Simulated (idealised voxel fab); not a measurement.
Herein follows the process module entitled voxel released beams.
We display cut, a cross-section 290 nm in width whose square cells are each 5 nm.
Reading order for cross-sections: top band down to bottom band. Underlying form: a grid of square cells. Band size: one or more rows of cells. The band entry comprises the height of the band's top followed by the height of its bottom, expressed in nm, and subsequently the band's materials from left to right, each stated together with its width in nm. Where a single material is marked with the word "throughout", that material fills the band from edge to edge. The word "empty" represents empty space. Counting heights begins at 0, where everything beneath is, in the wafer as received, one material. The lowest band has no bottom; it goes on downwards, as "top 0, no bottom" shows. A width such as "30..40" changes by the same amount from each row of cells to the next, from the band's top row to its bottom row. When a step is marked "remained the same", none of the cells in the cross-section changed during that step. "Closed void entries" contains a list of empty spaces, each no smaller than 8 cells and without an open way to the top, written in the form width x height at distance with the distance from the left edge and all three in nm. Text after the settings on a step's line: the simulator's own remark on that step. overlay nm: step with mask; distance mask lay right of planned place; negative value = left of planned place.

**List of planned process steps**
1) RECEIVE [material Si]
2) CONFORMAL_DEP [material SiN] [thk nm 10]
3) DIRECTIONAL_DEP [material SiO2] [thk nm 10]
4) MASKED_ETCH [tone open] [mask id ANCHOR] [width nm 45] [etch materials SiO2] [depth nm 10] [overlay nm 0]
5) CONFORMAL_DEP [material polySi] [thk nm 15]
6) MASKED_ETCH [tone cover] [mask id BEAM] [width nm 90] [etch materials polySi] [depth nm 15] [overlay nm 0]
7) STRIP [etch materials SiO2]

**Wafer, first of two, run as planned**

**Cross-section of the incoming wafer, state after step 1**
* top 0, no bottom | Si throughout
* Closed void entries: none

**Presented here is a cross-section of the wafer after step 2 has been performed**
* top 10, bottom 0 | SiN throughout
* Nothing below the height 0 has changed.

**Presented here is a cross-section of the wafer after step 3 has been performed**
* top 20, bottom 10 | SiO2 throughout
* Nothing below the height 10 has changed.

**Presented here is a cross-section of the wafer after step 4 has been performed**
* top 20, bottom 10 | SiO2 100; empty 45; SiO2 145
* Nothing below the height 10 has changed.

**Presented here is a cross-section of the wafer after step 5 has been performed**
* top 35, bottom 25 | polySi 115; empty 15; polySi 160
* top 25, bottom 20 | polySi throughout
* top 20, bottom 10 | SiO2 100; polySi 45; SiO2 145
* Nothing below the height 10 has changed.

**Presented here is a cross-section of the wafer after step 6 has been performed**
* top 35, bottom 25 | empty 95; polySi 20; empty 15; polySi 55; empty 105
* top 25, bottom 20 | empty 95; polySi 90; empty 105
* Nothing below the height 20 has changed.

**Presented here is a cross-section of the wafer after step 7 has been performed**
* top 35, bottom 25 | empty 95; polySi 20; empty 15; polySi 55; empty 105
* top 25, bottom 20 | empty 95; polySi 90; empty 105
* top 20, bottom 10 | empty 100; polySi 45; empty 145
* Nothing below the height 10 has changed.

**Second of two: same start, same plan, one run error; steps up to and including 1 match the first**

**Cross-section: second wafer, time at which step 2 was scheduled to end**
* top 10, bottom 0 | SiO2 throughout
* Nothing below the height 0 has changed.

**Cross-section: second wafer, time at which step 3 was scheduled to end**
* top 20, bottom 10 | SiN throughout
* Nothing below the height 10 has changed.

Cross-section: second wafer, time at which step 4 was scheduled to end: remained the same

**Cross-section: second wafer, time at which step 5 was scheduled to end**
* top 35, bottom 20 | polySi throughout
* Nothing below the height 20 has changed.

**Cross-section: second wafer, time at which step 6 was scheduled to end**
* top 35, bottom 20 | empty 95; polySi 90; empty 105
* Nothing below the height 20 has changed.

Cross-section: second wafer, time at which step 7 was scheduled to end: remained the same
Finding, execution versus plan: the executed order of steps 2 and 3 is the reverse of that specified in the plan, each step having taken the other's position
End check, counted in cells, second wafer has more or fewer of these materials than the first: SiO2: 116 more, polySi: 12 fewer
